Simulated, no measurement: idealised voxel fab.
The name of this process module is voxel ribs on slabs.
For reference, the cross-section in this document is cut, with width 265 nm and square cells of 5 nm.
Cross-section = grid of square cells, listed top down in bands; band = one or more rows. The band entry comprises the height of the band's top followed by the height of its bottom, expressed in nm, and subsequently the band's materials from left to right, each stated together with its width in nm. Where a single material is marked with the word "all across", that material fills the band from edge to edge. The word "air" represents empty space. Heights are expressed relative to 0, this being the level below which the as-received wafer comprises one material exclusively. The lowest band is unbounded in the downward direction and is denoted as in "from 0 down". The two numbers in a width such as "30 to 40" mark its ends across the band: the first belongs to the top row of cells, the second to the bottom row, and from each row to the next the width moves by the same amount. "no modifications" (step): cross-section cells unchanged, all of them. "Enclosed void listing" contains a list of empty spaces, each no smaller than 8 cells and without an open way to the top, written in the form width x height at distance with the distance from the left edge and all three in nm. Whatever follows a step's settings on its line is a remark the simulator itself makes about that step. "overlay nm", when on a step's line for a step with a mask, measures how far to the right of its planned place the mask lay; a negative measure means to the left.
**The following list gives the planned process steps**
| 1 | RECEIVE | material Si |
| 2 | DIRECTIONAL_DEP | material SiO2 | thk nm 30 |
| 3 | DIRECTIONAL_DEP | material polySi | thk nm 20 |
| 4 | PATTERN | tone cover | mask id RIB | material resist | width nm 30 | thk nm 15 | overlay nm 0 |
| 5 | DIRECTIONAL_ETCH | etch materials polySi | depth nm 5 |
| 6 | STRIP | etch materials resist |
| 7 | MASKED_ETCH | tone cover | mask id SLAB | width nm 60 | etch materials polySi | depth nm 15 | overlay nm 0 |
| 8 | FILL_DEP | material SiO2 | thk nm 20 |
| 9 | CMP | height nm 60 |
| 10 | DIRECTIONAL_DEP | material TiN | thk nm 10 |
| 11 | PATTERN | tone cover | mask id HEATER | material resist | width nm 40 | thk nm 15 | overlay nm 0 |
| 12 | DIRECTIONAL_ETCH | etch materials TiN | depth nm 10 |
| 13 | STRIP | etch materials resist |
| 14 | CONFORMAL_DEP | material SiN | thk nm 10 |
**Wafer cross-section on receipt, i.e. after step 1**
    from 0 down  Si all across
    Enclosed void listing: none
**The first of two wafers, cross-sectioned at the end of the module, with the run proceeding as planned**
    from 80 to 70  100 nm air  60 nm SiN  105 nm air
    from 70 to 60  110 nm SiN  40 nm TiN  115 nm SiN
    from 60 to 50  SiO2 all across
    from 50 to 45  115 nm SiO2  30 nm polySi  120 nm SiO2
    from 45 to 30  100 nm SiO2  60 nm polySi  105 nm SiO2
    from 30 to 0  SiO2 all across
    from 0 down  Si all across
    Enclosed void listing: none
**Cross-section, wafer two of two, end of module: same start and plan as wafer one, one error in execution**
    from 80 to 70  100 nm air  60 nm SiN  105 nm air
    from 70 to 60  110 nm SiN  40 nm TiN  115 nm SiN
    from 60 to 50  SiN all across
    from 50 to 45  115 nm SiN  30 nm polySi  120 nm SiN
    from 45 to 30  100 nm SiN  60 nm polySi  105 nm SiN
    from 30 to 0  SiO2 all across
    from 0 down  Si all across
    Enclosed void listing: none
The mistake made against the process plan was this: step 8 was not run as planned; what actually ran was FILL_DEP | material SiN | thk nm 20
The second wafer ends with more or fewer cells of some materials than the first, per final count: SiN: 276 more; SiO2: 276 fewer
